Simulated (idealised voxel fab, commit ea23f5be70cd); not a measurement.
Process module in this document: voxel capacitor over wiring
Xsec cut, 195 nm wide, square cell size 5 nm.
Cross-section = grid of square cells, listed top down in bands; band = one or more rows.
For a band, the entry starts with two heights in nm, that of the top and then that of the bottom, and carries on with the band's materials in order from left to right, each alongside its width in nm; the word "edge to edge" beside a single material means it fills the band edge to edge, and "blank" means empty space.
Basically, 0 is our baseline, since under it the wafer straight out of the box is all one material. The bottom band has no lower end and keeps on going down, so it looks like "0 -> down".
The width entry "30..40" should be interpreted row by row: the top row of cells in the band takes the first number, the bottom row takes the second number, and the change between adjacent rows is uniform throughout.
Any step labelled "identical to before" changed none of the cells in the cross-section.
"Closed void catalog" enumerates empty spaces isolated from the top, with no open way to it, that contain at least 8 cells, giving each as width x height at distance from the left edge, all three in nm.
It should be noted that, on the line of a given step, the content following the step's settings is a remark produced by the simulator itself with respect to that step.
The optional step-line setting "overlay nm" applies to steps with a mask and quantifies how far to the right of its planned location the mask lay, a negative value indicating leftward placement.

## So here's the lineup of process steps we planned
| 1 | RECEIVE,material Si |
| 2 | CONFORMAL_DEP,material SiO2,thk nm 15 |
| 3 | CONFORMAL_DEP,material SiCN,thk nm 5 |
| 4 | DIRECTIONAL_DEP,material lowk,thk nm 20 |
| 5 | MASKED_ETCH,tone open,mask id METAL_1,width nm 20,pitch nm 80,etch materials lowk,depth nm 20,overlay nm 0 |
| 6 | MASKED_ETCH,tone open,mask id METAL_1,width nm 20,pitch nm 80,etch materials SiCN,depth nm 5,overlay nm 0 |
| 7 | CONFORMAL_DEP,material TiN,thk nm 5 |
| 8 | FILL_DEP,material Cu,thk nm 5 |
| 9 | CMP,height nm 40 |
| 10 | CONFORMAL_DEP,material SiCN,thk nm 5 |
| 11 | DIRECTIONAL_DEP,material lowk,thk nm 20 |
| 12 | DIRECTIONAL_DEP,material aC,thk nm 10 |
| 13 | PATTERN,tone open,mask id PLUG_1,material resist,width nm 15,thk nm 25,overlay nm 0 |
| 14 | DIRECTIONAL_ETCH,etch materials aC,depth nm 10 |
| 15 | STRIP,etch materials resist |
| 16 | DIRECTIONAL_ETCH,etch materials lowk,depth nm 20 |
| 17 | DIRECTIONAL_ETCH,etch materials SiCN,depth nm 5 |
| 18 | STRIP,etch materials aC |
| 19 | CONFORMAL_DEP,material TiN,thk nm 5 |
| 20 | FILL_DEP,material Ru,thk nm 10 |
| 21 | CMP,height nm 65 |
| 22 | DIRECTIONAL_DEP,material TiN,thk nm 5 |
| 23 | DIRECTIONAL_DEP,material Al2O3,thk nm 5 |
| 24 | DIRECTIONAL_DEP,material TiN,thk nm 10 |
| 25 | MASKED_ETCH,tone cover,mask id UPPER_PLATE,width nm 65,etch materials TiN,depth nm 10,overlay nm 0 |
| 26 | MASKED_ETCH,tone cover,mask id UPPER_PLATE,width nm 65,etch materials Al2O3,depth nm 5,overlay nm 0 |
| 27 | MASKED_ETCH,tone cover,mask id LOWER_PLATE,width nm 75,etch materials TiN,depth nm 5,overlay nm 0 |
| 28 | FILL_DEP,material SiO2,thk nm 15 |
| 29 | CMP,height nm 95 |
| 30 | PATTERN,tone open,mask id PLUG_2,material resist,width nm 15,thk nm 15,overlay nm 0 |
| 31 | DIRECTIONAL_ETCH,etch materials SiO2,depth nm 10 |
| 32 | STRIP,etch materials resist |
| 33 | CONFORMAL_DEP,material TiN,thk nm 5 |
| 34 | FILL_DEP,material W,thk nm 5 |
| 35 | CMP,height nm 95 |
| 36 | CONFORMAL_DEP,material SiCN,thk nm 5 |

## So this is the incoming wafer in cross-section - it's already been through step 1
0 -> down  Si edge to edge
Closed void catalog: none

## Cross-sectional image of the first of two wafers at the end of the module, the run having proceeded as planned
100 -> 95  SiCN edge to edge
95 -> 90  SiO2=60; TiN=5; W=5; TiN=5; SiO2=120
90 -> 85  SiO2=60; TiN=15; SiO2=120
85 -> 75  SiO2=50; TiN=65; SiO2=80
75 -> 70  SiO2=50; Al2O3=65; SiO2=80
70 -> 65  SiO2=45; TiN=75; SiO2=75
65 -> 45  lowk=50; TiN=5; Ru=5; TiN=5; lowk=130
45 -> 40  SiCN=50; TiN=15; SiCN=130
40 -> 20  lowk=45; TiN=5; Cu=10; TiN=5; lowk=60; TiN=5; Cu=10; TiN=5; lowk=50
20 -> 15  SiCN=45; TiN=20; SiCN=60; TiN=20; SiCN=50
15 -> 0  SiO2 edge to edge
0 -> down  Si edge to edge
Closed void catalog: none

## Now the second wafer, cross-sectioned at the end of the module. Nothing different at the start, nothing different in the plan compared with the first, just one mistake when it was actually run
100 -> 95  SiCN edge to edge
95 -> 90  SiO2=60; TiN=5; W=5; TiN=5; SiO2=120
90 -> 85  SiO2=60; TiN=15; SiO2=120
85 -> 75  SiO2=50; TiN=65; SiO2=80
75 -> 70  SiO2=50; Al2O3=65; SiO2=80
70 -> 65  SiO2=45; TiN=75; SiO2=75
65 -> 45  lowk=50; TiN=5; Ru=5; TiN=5; lowk=130
45 -> 40  SiCN=50; TiN=15; SiCN=130
40 -> 25  lowk=45; TiN=5; Cu=15; TiN=5; lowk=55; TiN=5; Cu=15; TiN=5; lowk=45
25 -> 20  lowk=45; TiN=5; Cu=10; TiN=10; lowk=55; TiN=5; Cu=10; TiN=10; lowk=45
20 -> 15  SiCN=45; TiN=20; SiCN=60; TiN=20; SiCN=50
15 -> 0  SiO2 edge to edge
0 -> down  Si edge to edge
Closed void catalog: none
Heads up, the wafer didn't run the way we planned it: step 5 ran as: MASKED_ETCH,tone open,mask id METAL_1,width nm 25,pitch nm 80,etch materials lowk,depth nm 20,overlay nm 0
Heads up, by the end the second wafer has more or fewer cells of some materials compared to the first: Cu: 6 more; TiN: 2 more; lowk: 8 fewer
